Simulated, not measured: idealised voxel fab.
Process module, titled voxel wiring stack
We display cut, a cross-section 280 nm in width whose square cells are each 5 nm.
In what follows, cross-sections appear as grids of square cells, described through bands that run from the top down, where every band is one or more rows of cells.
In this notation a band is specified by the heights of its top and bottom, in that order and in nm, after which its materials appear from left to right, each paired with its width in nm. The word "all across" attached to a single material means that material fills the band from edge to edge; the word "empty" stands for empty space.
All heights in this document are referenced to 0, defined as the level beneath which the wafer, as received, consists entirely of one material. The lowest band is not bounded below; it extends indefinitely downward and is written in the form "0 and below".
Graded width ("30->40"): value in top row of band = first number; value in bottom row = second number; row-to-row change constant.
The cross-section has no changed cell in any step marked "no change".
Reported under the label "Closed void table" are the empty spaces having no open way to the top and comprising 8 cells or more; the notation for each is width x height at distance, in which the distance is measured from the left edge and all three values are in nm.
Note: text after step settings on the step line = simulator remark on that step.
The setting "overlay nm" may be written on the line of a step. When the step uses a mask, the value reports how far to the right of the planned place the mask lay, and a negative value reports that it lay to the left.
### Here's what the planned process steps look like
1) RECEIVE, material Si
2) CONFORMAL_DEP, material SiO2, thk nm 15
3) CONFORMAL_DEP, material SiN, thk nm 5
4) DIRECTIONAL_DEP, material lowk, thk nm 15
5) DIRECTIONAL_DEP, material aC, thk nm 15
6) PATTERN, tone open, mask id METAL_1, material resist, width nm 25, pitch nm 55, thk nm 35, overlay nm 0
7) DIRECTIONAL_ETCH, etch materials aC, depth nm 15
8) STRIP, etch materials resist
9) DIRECTIONAL_ETCH, etch materials lowk, depth nm 15
10) DIRECTIONAL_ETCH, etch materials SiN, depth nm 5
11) STRIP, etch materials aC
12) CONFORMAL_DEP, material TiN, thk nm 5
13) FILL_DEP, material Cu, thk nm 10
14) CMP, height nm 35
15) EPI, material Ru, thk nm 5
16) FILL_DEP, material SiCN, thk nm 5
17) DIRECTIONAL_DEP, material SiO2, thk nm 25
18) MASKED_ETCH, tone open, mask id METAL_2, width nm 25, pitch nm 55, etch materials SiO2, depth nm 15, overlay nm 0
19) PATTERN, tone open, mask id METAL_2_HOLES, material resist, width nm 15, thk nm 20, overlay nm 0
20) DIRECTIONAL_ETCH, etch materials SiO2, depth nm 10
21) DIRECTIONAL_ETCH, etch materials SiCN, depth nm 5
22) STRIP, etch materials resist
23) CONFORMAL_DEP, material TiN, thk nm 5
24) FILL_DEP, material Cu, thk nm 5
25) CMP, height nm 70
26) CONFORMAL_DEP, material SiCN, thk nm 5
27) DIRECTIONAL_DEP, material SiO2, thk nm 30
28) PATTERN, tone open, mask id METAL_3, material resist, width nm 25, pitch nm 55, thk nm 15, overlay nm 0
29) DIRECTIONAL_ETCH, etch materials SiO2, depth nm 15
30) STRIP, etch materials resist
31) PATTERN, tone open, mask id METAL_3_HOLES, material resist, width nm 15, pitch nm 55, thk nm 15, overlay nm 0
32) DIRECTIONAL_ETCH, etch materials SiO2, depth nm 15
33) DIRECTIONAL_ETCH, etch materials SiCN, depth nm 5
34) STRIP, etch materials resist
35) CONFORMAL_DEP, material TiN, thk nm 5
36) FILL_DEP, material Ru, thk nm 10
37) CMP, height nm 105
38) CONFORMAL_DEP, material SiCN, thk nm 5
### First of two wafers: run as planned
### Delivered wafer in cross-section: state after step 1
    0 and below | Si all across
    Closed void table: none
### Step 2 done - wafer cross-section
    15 down to 0 | SiO2 all across
    Below 0, no change.
### Step 3 done - wafer cross-section
    20 down to 15 | SiN all across
    Below 15, no change.
### Step 4 done - wafer cross-section
    35 down to 20 | lowk all across
    Below 20, no change.
### Step 5 done - wafer cross-section
    50 down to 35 | aC all across
    Below 35, no change.
### Step 6 done - wafer cross-section
    85 down to 50 | 100 of resist / 25 of empty / 30 of resist / 25 of empty / 100 of resist
    Below 50, no change.
### Step 7 done - wafer cross-section
    70 down to 50 | 100 of resist / 25 of empty / 30 of resist / 25 of empty / 100 of resist
    50 down to 35 | 100 of aC / 25 of empty / 30 of aC / 25 of empty / 100 of aC
    Below 35, no change.
### Step 8 done - wafer cross-section
    50 down to 35 | 100 of aC / 25 of empty / 30 of aC / 25 of empty / 100 of aC
    Below 35, no change.
### Step 9 done - wafer cross-section
    50 down to 35 | 100 of aC / 25 of empty / 30 of aC / 25 of empty / 100 of aC
    35 down to 20 | 100 of lowk / 25 of empty / 30 of lowk / 25 of empty / 100 of lowk
    Below 20, no change.
### Step 10 done - wafer cross-section
    50 down to 35 | 100 of aC / 25 of empty / 30 of aC / 25 of empty / 100 of aC
    35 down to 20 | 100 of lowk / 25 of empty / 30 of lowk / 25 of empty / 100 of lowk
    20 down to 15 | 100 of SiN / 25 of empty / 30 of SiN / 25 of empty / 100 of SiN
    Below 15, no change.
### Step 11 done - wafer cross-section
    35 down to 20 | 100 of lowk / 25 of empty / 30 of lowk / 25 of empty / 100 of lowk
    Below 20, no change.
### Step 12 done - wafer cross-section
    40 down to 35 | 105 of TiN / 15 of empty / 40 of TiN / 15 of empty / 105 of TiN
    35 down to 20 | 100 of lowk / 5 of TiN / 15 of empty / 5 of TiN / 30 of lowk / 5 of TiN / 15 of empty / 5 of TiN / 100 of lowk
    20 down to 15 | 100 of SiN / 25 of TiN / 30 of SiN / 25 of TiN / 100 of SiN
    Below 15, no change.
### Step 13 done - wafer cross-section
    50 down to 40 | Cu all across
    40 down to 35 | 105 of TiN / 15 of Cu / 40 of TiN / 15 of Cu / 105 of TiN
    35 down to 20 | 100 of lowk / 5 of TiN / 15 of Cu / 5 of TiN / 30 of lowk / 5 of TiN / 15 of Cu / 5 of TiN / 100 of lowk
    Below 20, no change.
### Step 14 done - wafer cross-section
    35 down to 20 | 100 of lowk / 5 of TiN / 15 of Cu / 5 of TiN / 30 of lowk / 5 of TiN / 15 of Cu / 5 of TiN / 100 of lowk
    Below 20, no change.
### Step 15 done - wafer cross-section
    40 down to 35 | 95 of empty / 35 of Ru / 20 of empty / 35 of Ru / 95 of empty
    Below 35, no change.
### Step 16 done - wafer cross-section
    45 down to 40 | SiCN all across
    40 down to 35 | 95 of SiCN / 35 of Ru / 20 of SiCN / 35 of Ru / 95 of SiCN
    Below 35, no change.
### Step 17 done - wafer cross-section
    70 down to 45 | SiO2 all across
    Below 45, no change.
### Step 18 done - wafer cross-section
    70 down to 55 | 100 of SiO2 / 25 of empty / 30 of SiO2 / 25 of empty / 100 of SiO2
    Below 55, no change.
### Step 19 done - wafer cross-section
    90 down to 70 | 100 of resist / 15 of empty / 165 of resist
    70 down to 55 | 100 of SiO2 / 15 of empty / 10 of resist / 30 of SiO2 / 25 of resist / 100 of SiO2
    Below 55, no change.
### Step 20 done - wafer cross-section
    90 down to 70 | 100 of resist / 15 of empty / 165 of resist
    70 down to 55 | 100 of SiO2 / 15 of empty / 10 of resist / 30 of SiO2 / 25 of resist / 100 of SiO2
    55 down to 45 | 100 of SiO2 / 15 of empty / 165 of SiO2
    Below 45, no change.
### Step 21 done - wafer cross-section
    90 down to 70 | 100 of resist / 15 of empty / 165 of resist
    70 down to 55 | 100 of SiO2 / 15 of empty / 10 of resist / 30 of SiO2 / 25 of resist / 100 of SiO2
    55 down to 45 | 100 of SiO2 / 15 of empty / 165 of SiO2
    45 down to 40 | 100 of SiCN / 15 of empty / 165 of SiCN
    Below 40, no change.
### Step 22 done - wafer cross-section
    70 down to 55 | 100 of SiO2 / 25 of empty / 30 of SiO2 / 25 of empty / 100 of SiO2
    Below 55, no change.
### Step 23 done - wafer cross-section
    75 down to 70 | 105 of TiN / 15 of empty / 40 of TiN / 15 of empty / 105 of TiN
    70 down to 60 | 100 of SiO2 / 5 of TiN / 15 of empty / 5 of TiN / 30 of SiO2 / 5 of TiN / 15 of empty / 5 of TiN / 100 of SiO2
    60 down to 55 | 100 of SiO2 / 5 of TiN / 5 of empty / 15 of TiN / 30 of SiO2 / 25 of TiN / 100 of SiO2
    55 down to 45 | 100 of SiO2 / 5 of TiN / 5 of empty / 5 of TiN / 165 of SiO2
    45 down to 40 | 100 of SiCN / 15 of TiN / 165 of SiCN
    Below 40, no change.
### Step 24 done - wafer cross-section
    80 down to 75 | Cu all across
    75 down to 70 | 105 of TiN / 15 of Cu / 40 of TiN / 15 of Cu / 105 of TiN
    70 down to 60 | 100 of SiO2 / 5 of TiN / 15 of Cu / 5 of TiN / 30 of SiO2 / 5 of TiN / 15 of Cu / 5 of TiN / 100 of SiO2
    60 down to 55 | 100 of SiO2 / 5 of TiN / 5 of Cu / 15 of TiN / 30 of SiO2 / 25 of TiN / 100 of SiO2
    55 down to 45 | 100 of SiO2 / 5 of TiN / 5 of Cu / 5 of TiN / 165 of SiO2
    Below 45, no change.
### Step 25 done - wafer cross-section
    70 down to 60 | 100 of SiO2 / 5 of TiN / 15 of Cu / 5 of TiN / 30 of SiO2 / 5 of TiN / 15 of Cu / 5 of TiN / 100 of SiO2
    Below 60, no change.
### Step 26 done - wafer cross-section
    75 down to 70 | SiCN all across
    Below 70, no change.
### Step 27 done - wafer cross-section
    105 down to 75 | SiO2 all across
    Below 75, no change.
### Step 28 done - wafer cross-section
    120 down to 105 | 100 of resist / 25 of empty / 30 of resist / 25 of empty / 100 of resist
    Below 105, no change.
### Step 29 done - wafer cross-section
    120 down to 105 | 100 of resist / 25 of empty / 30 of resist / 25 of empty / 100 of resist
    105 down to 90 | 100 of SiO2 / 25 of empty / 30 of SiO2 / 25 of empty / 100 of SiO2
    Below 90, no change.
### Step 30 done - wafer cross-section
    105 down to 90 | 100 of SiO2 / 25 of empty / 30 of SiO2 / 25 of empty / 100 of SiO2
    Below 90, no change.
### Step 31 done - wafer cross-section
    120 down to 105 | 100 of resist / 15 of empty / 40 of resist / 15 of empty / 110 of resist
    105 down to 90 | 100 of SiO2 / 15 of empty / 10 of resist / 30 of SiO2 / 15 of empty / 10 of resist / 100 of SiO2
    Below 90, no change.
### Step 32 done - wafer cross-section
    120 down to 105 | 100 of resist / 15 of empty / 40 of resist / 15 of empty / 110 of resist
    105 down to 90 | 100 of SiO2 / 15 of empty / 10 of resist / 30 of SiO2 / 15 of empty / 10 of resist / 100 of SiO2
    90 down to 75 | 100 of SiO2 / 15 of empty / 40 of SiO2 / 15 of empty / 110 of SiO2
    Below 75, no change.
### Step 33 done - wafer cross-section
    120 down to 105 | 100 of resist / 15 of empty / 40 of resist / 15 of empty / 110 of resist
    105 down to 90 | 100 of SiO2 / 15 of empty / 10 of resist / 30 of SiO2 / 15 of empty / 10 of resist / 100 of SiO2
    90 down to 75 | 100 of SiO2 / 15 of empty / 40 of SiO2 / 15 of empty / 110 of SiO2
    75 down to 70 | 100 of SiCN / 15 of empty / 40 of SiCN / 15 of empty / 110 of SiCN
    Below 70, no change.
### Step 34 done - wafer cross-section
    105 down to 90 | 100 of SiO2 / 25 of empty / 30 of SiO2 / 25 of empty / 100 of SiO2
    Below 90, no change.
### Step 35 done - wafer cross-section
    110 down to 105 | 105 of TiN / 15 of empty / 40 of TiN / 15 of empty / 105 of TiN
    105 down to 95 | 100 of SiO2 / 5 of TiN / 15 of empty / 5 of TiN / 30 of SiO2 / 5 of TiN / 15 of empty / 5 of TiN / 100 of SiO2
    95 down to 90 | 100 of SiO2 / 5 of TiN / 5 of empty / 15 of TiN / 30 of SiO2 / 5 of TiN / 5 of empty / 15 of TiN / 100 of SiO2
    90 down to 75 | 100 of SiO2 / 5 of TiN / 5 of empty / 5 of TiN / 40 of SiO2 / 5 of TiN / 5 of empty / 5 of TiN / 110 of SiO2
    75 down to 70 | 100 of SiCN / 15 of TiN / 40 of SiCN / 15 of TiN / 110 of SiCN
    Below 70, no change.
### Step 36 done - wafer cross-section
    120 down to 110 | Ru all across
    110 down to 105 | 105 of TiN / 15 of Ru / 40 of TiN / 15 of Ru / 105 of TiN
    105 down to 95 | 100 of SiO2 / 5 of TiN / 15 of Ru / 5 of TiN / 30 of SiO2 / 5 of TiN / 15 of Ru / 5 of TiN / 100 of SiO2
    95 down to 90 | 100 of SiO2 / 5 of TiN / 5 of Ru / 15 of TiN / 30 of SiO2 / 5 of TiN / 5 of Ru / 15 of TiN / 100 of SiO2
    90 down to 75 | 100 of SiO2 / 5 of TiN / 5 of Ru / 5 of TiN / 40 of SiO2 / 5 of TiN / 5 of Ru / 5 of TiN / 110 of SiO2
    Below 75, no change.
### Step 37 done - wafer cross-section
    105 down to 95 | 100 of SiO2 / 5 of TiN / 15 of Ru / 5 of TiN / 30 of SiO2 / 5 of TiN / 15 of Ru / 5 of TiN / 100 of SiO2
    Below 95, no change.
### Step 38 done - wafer cross-section
    110 down to 105 | SiCN all across
    Below 105, no change.
### The second wafer: identical to the first at the outset and in its planned sequence, differing only in that one mistake was made during processing; up to and including step 2, its path is the first wafer's path
### Cross-section of the second wafer corresponding to the planned conclusion of step 3
    30 down to 15 | lowk all across
    Below 15, no change.
### Cross-section of the second wafer corresponding to the planned conclusion of step 4
    35 down to 30 | SiN all across
    Below 30, no change.
### Cross-section of the second wafer corresponding to the planned conclusion of step 5
    50 down to 35 | aC all across
    Below 35, no change.
### Cross-section of the second wafer corresponding to the planned conclusion of step 6
    85 down to 50 | 100 of resist / 25 of empty / 30 of resist / 25 of empty / 100 of resist
    Below 50, no change.
### Cross-section of the second wafer corresponding to the planned conclusion of step 7
    70 down to 50 | 100 of resist / 25 of empty / 30 of resist / 25 of empty / 100 of resist
    50 down to 35 | 100 of aC / 25 of empty / 30 of aC / 25 of empty / 100 of aC
    Below 35, no change.
### Cross-section of the second wafer corresponding to the planned conclusion of step 8
    50 down to 35 | 100 of aC / 25 of empty / 30 of aC / 25 of empty / 100 of aC
    Below 35, no change.
Cross-section of the second wafer corresponding to the planned conclusion of step 9: no change
### Cross-section of the second wafer corresponding to the planned conclusion of step 10
    50 down to 35 | 100 of aC / 25 of empty / 30 of aC / 25 of empty / 100 of aC
    35 down to 30 | 100 of SiN / 25 of empty / 30 of SiN / 25 of empty / 100 of SiN
    Below 30, no change.
### Cross-section of the second wafer corresponding to the planned conclusion of step 11
    35 down to 30 | 100 of SiN / 25 of empty / 30 of SiN / 25 of empty / 100 of SiN
    Below 30, no change.
### Cross-section of the second wafer corresponding to the planned conclusion of step 12
    40 down to 35 | 105 of TiN / 15 of empty / 40 of TiN / 15 of empty / 105 of TiN
    35 down to 30 | 100 of SiN / 25 of TiN / 30 of SiN / 25 of TiN / 100 of SiN
    Below 30, no change.
### Cross-section of the second wafer corresponding to the planned conclusion of step 13
    50 down to 40 | Cu all across
    40 down to 35 | 105 of TiN / 15 of Cu / 40 of TiN / 15 of Cu / 105 of TiN
    Below 35, no change.
### Cross-section of the second wafer corresponding to the planned conclusion of step 14
    35 down to 30 | 100 of SiN / 25 of TiN / 30 of SiN / 25 of TiN / 100 of SiN
    Below 30, no change.
### Cross-section of the second wafer corresponding to the planned conclusion of step 15
    40 down to 35 | 95 of empty / 35 of Ru / 20 of empty / 35 of Ru / 95 of empty
    Below 35, no change.
### Cross-section of the second wafer corresponding to the planned conclusion of step 16
    45 down to 40 | SiCN all across
    40 down to 35 | 95 of SiCN / 35 of Ru / 20 of SiCN / 35 of Ru / 95 of SiCN
    Below 35, no change.
### Cross-section of the second wafer corresponding to the planned conclusion of step 17
    70 down to 45 | SiO2 all across
    Below 45, no change.
### Cross-section of the second wafer corresponding to the planned conclusion of step 18
    70 down to 55 | 100 of SiO2 / 25 of empty / 30 of SiO2 / 25 of empty / 100 of SiO2
    Below 55, no change.
### Cross-section of the second wafer corresponding to the planned conclusion of step 19
    90 down to 70 | 100 of resist / 15 of empty / 165 of resist
    70 down to 55 | 100 of SiO2 / 15 of empty / 10 of resist / 30 of SiO2 / 25 of resist / 100 of SiO2
    Below 55, no change.
### Cross-section of the second wafer corresponding to the planned conclusion of step 20
    90 down to 70 | 100 of resist / 15 of empty / 165 of resist
    70 down to 55 | 100 of SiO2 / 15 of empty / 10 of resist / 30 of SiO2 / 25 of resist / 100 of SiO2
    55 down to 45 | 100 of SiO2 / 15 of empty / 165 of SiO2
    Below 45, no change.
### Cross-section of the second wafer corresponding to the planned conclusion of step 21
    90 down to 70 | 100 of resist / 15 of empty / 165 of resist
    70 down to 55 | 100 of SiO2 / 15 of empty / 10 of resist / 30 of SiO2 / 25 of resist / 100 of SiO2
    55 down to 45 | 100 of SiO2 / 15 of empty / 165 of SiO2
    45 down to 40 | 100 of SiCN / 15 of empty / 165 of SiCN
    Below 40, no change.
### Cross-section of the second wafer corresponding to the planned conclusion of step 22
    70 down to 55 | 100 of SiO2 / 25 of empty / 30 of SiO2 / 25 of empty / 100 of SiO2
    Below 55, no change.
### Cross-section of the second wafer corresponding to the planned conclusion of step 23
    75 down to 70 | 105 of TiN / 15 of empty / 40 of TiN / 15 of empty / 105 of TiN
    70 down to 60 | 100 of SiO2 / 5 of TiN / 15 of empty / 5 of TiN / 30 of SiO2 / 5 of TiN / 15 of empty / 5 of TiN / 100 of SiO2
    60 down to 55 | 100 of SiO2 / 5 of TiN / 5 of empty / 15 of TiN / 30 of SiO2 / 25 of TiN / 100 of SiO2
    55 down to 45 | 100 of SiO2 / 5 of TiN / 5 of empty / 5 of TiN / 165 of SiO2
    45 down to 40 | 100 of SiCN / 15 of TiN / 165 of SiCN
    Below 40, no change.
### Cross-section of the second wafer corresponding to the planned conclusion of step 24
    80 down to 75 | Cu all across
    75 down to 70 | 105 of TiN / 15 of Cu / 40 of TiN / 15 of Cu / 105 of TiN
    70 down to 60 | 100 of SiO2 / 5 of TiN / 15 of Cu / 5 of TiN / 30 of SiO2 / 5 of TiN / 15 of Cu / 5 of TiN / 100 of SiO2
    60 down to 55 | 100 of SiO2 / 5 of TiN / 5 of Cu / 15 of TiN / 30 of SiO2 / 25 of TiN / 100 of SiO2
    55 down to 45 | 100 of SiO2 / 5 of TiN / 5 of Cu / 5 of TiN / 165 of SiO2
    Below 45, no change.
### Cross-section of the second wafer corresponding to the planned conclusion of step 25
    70 down to 60 | 100 of SiO2 / 5 of TiN / 15 of Cu / 5 of TiN / 30 of SiO2 / 5 of TiN / 15 of Cu / 5 of TiN / 100 of SiO2
    Below 60, no change.
### Cross-section of the second wafer corresponding to the planned conclusion of step 26
    75 down to 70 | SiCN all across
    Below 70, no change.
### Cross-section of the second wafer corresponding to the planned conclusion of step 27
    105 down to 75 | SiO2 all across
    Below 75, no change.
### Cross-section of the second wafer corresponding to the planned conclusion of step 28
    120 down to 105 | 100 of resist / 25 of empty / 30 of resist / 25 of empty / 100 of resist
    Below 105, no change.
### Cross-section of the second wafer corresponding to the planned conclusion of step 29
    120 down to 105 | 100 of resist / 25 of empty / 30 of resist / 25 of empty / 100 of resist
    105 down to 90 | 100 of SiO2 / 25 of empty / 30 of SiO2 / 25 of empty / 100 of SiO2
    Below 90, no change.
### Cross-section of the second wafer corresponding to the planned conclusion of step 30
    105 down to 90 | 100 of SiO2 / 25 of empty / 30 of SiO2 / 25 of empty / 100 of SiO2
    Below 90, no change.
### Cross-section of the second wafer corresponding to the planned conclusion of step 31
    120 down to 105 | 100 of resist / 15 of empty / 40 of resist / 15 of empty / 110 of resist
    105 down to 90 | 100 of SiO2 / 15 of empty / 10 of resist / 30 of SiO2 / 15 of empty / 10 of resist / 100 of SiO2
    Below 90, no change.
### Cross-section of the second wafer corresponding to the planned conclusion of step 32
    120 down to 105 | 100 of resist / 15 of empty / 40 of resist / 15 of empty / 110 of resist
    105 down to 90 | 100 of SiO2 / 15 of empty / 10 of resist / 30 of SiO2 / 15 of empty / 10 of resist / 100 of SiO2
    90 down to 75 | 100 of SiO2 / 15 of empty / 40 of SiO2 / 15 of empty / 110 of SiO2
    Below 75, no change.
### Cross-section of the second wafer corresponding to the planned conclusion of step 33
    120 down to 105 | 100 of resist / 15 of empty / 40 of resist / 15 of empty / 110 of resist
    105 down to 90 | 100 of SiO2 / 15 of empty / 10 of resist / 30 of SiO2 / 15 of empty / 10 of resist / 100 of SiO2
    90 down to 75 | 100 of SiO2 / 15 of empty / 40 of SiO2 / 15 of empty / 110 of SiO2
    75 down to 70 | 100 of SiCN / 15 of empty / 40 of SiCN / 15 of empty / 110 of SiCN
    Below 70, no change.
### Cross-section of the second wafer corresponding to the planned conclusion of step 34
    105 down to 90 | 100 of SiO2 / 25 of empty / 30 of SiO2 / 25 of empty / 100 of SiO2
    Below 90, no change.
### Cross-section of the second wafer corresponding to the planned conclusion of step 35
    110 down to 105 | 105 of TiN / 15 of empty / 40 of TiN / 15 of empty / 105 of TiN
    105 down to 95 | 100 of SiO2 / 5 of TiN / 15 of empty / 5 of TiN / 30 of SiO2 / 5 of TiN / 15 of empty / 5 of TiN / 100 of SiO2
    95 down to 90 | 100 of SiO2 / 5 of TiN / 5 of empty / 15 of TiN / 30 of SiO2 / 5 of TiN / 5 of empty / 15 of TiN / 100 of SiO2
    90 down to 75 | 100 of SiO2 / 5 of TiN / 5 of empty / 5 of TiN / 40 of SiO2 / 5 of TiN / 5 of empty / 5 of TiN / 110 of SiO2
    75 down to 70 | 100 of SiCN / 15 of TiN / 40 of SiCN / 15 of TiN / 110 of SiCN
    Below 70, no change.
### Cross-section of the second wafer corresponding to the planned conclusion of step 36
    120 down to 110 | Ru all across
    110 down to 105 | 105 of TiN / 15 of Ru / 40 of TiN / 15 of Ru / 105 of TiN
    105 down to 95 | 100 of SiO2 / 5 of TiN / 15 of Ru / 5 of TiN / 30 of SiO2 / 5 of TiN / 15 of Ru / 5 of TiN / 100 of SiO2
    95 down to 90 | 100 of SiO2 / 5 of TiN / 5 of Ru / 15 of TiN / 30 of SiO2 / 5 of TiN / 5 of Ru / 15 of TiN / 100 of SiO2
    90 down to 75 | 100 of SiO2 / 5 of TiN / 5 of Ru / 5 of TiN / 40 of SiO2 / 5 of TiN / 5 of Ru / 5 of TiN / 110 of SiO2
    Below 75, no change.
### Cross-section of the second wafer corresponding to the planned conclusion of step 37
    105 down to 95 | 100 of SiO2 / 5 of TiN / 15 of Ru / 5 of TiN / 30 of SiO2 / 5 of TiN / 15 of Ru / 5 of TiN / 100 of SiO2
    Below 95, no change.
### Cross-section of the second wafer corresponding to the planned conclusion of step 38
    110 down to 105 | SiCN all across
    Below 105, no change.
Processing error: the executed order of steps 3 and 4 is the reverse of that specified in the plan, each step having taken the other's position
End of process, cell counts, second wafer against first, materials with more or fewer: 18 fewer of Cu | 12 fewer of TiN | 30 more of lowk
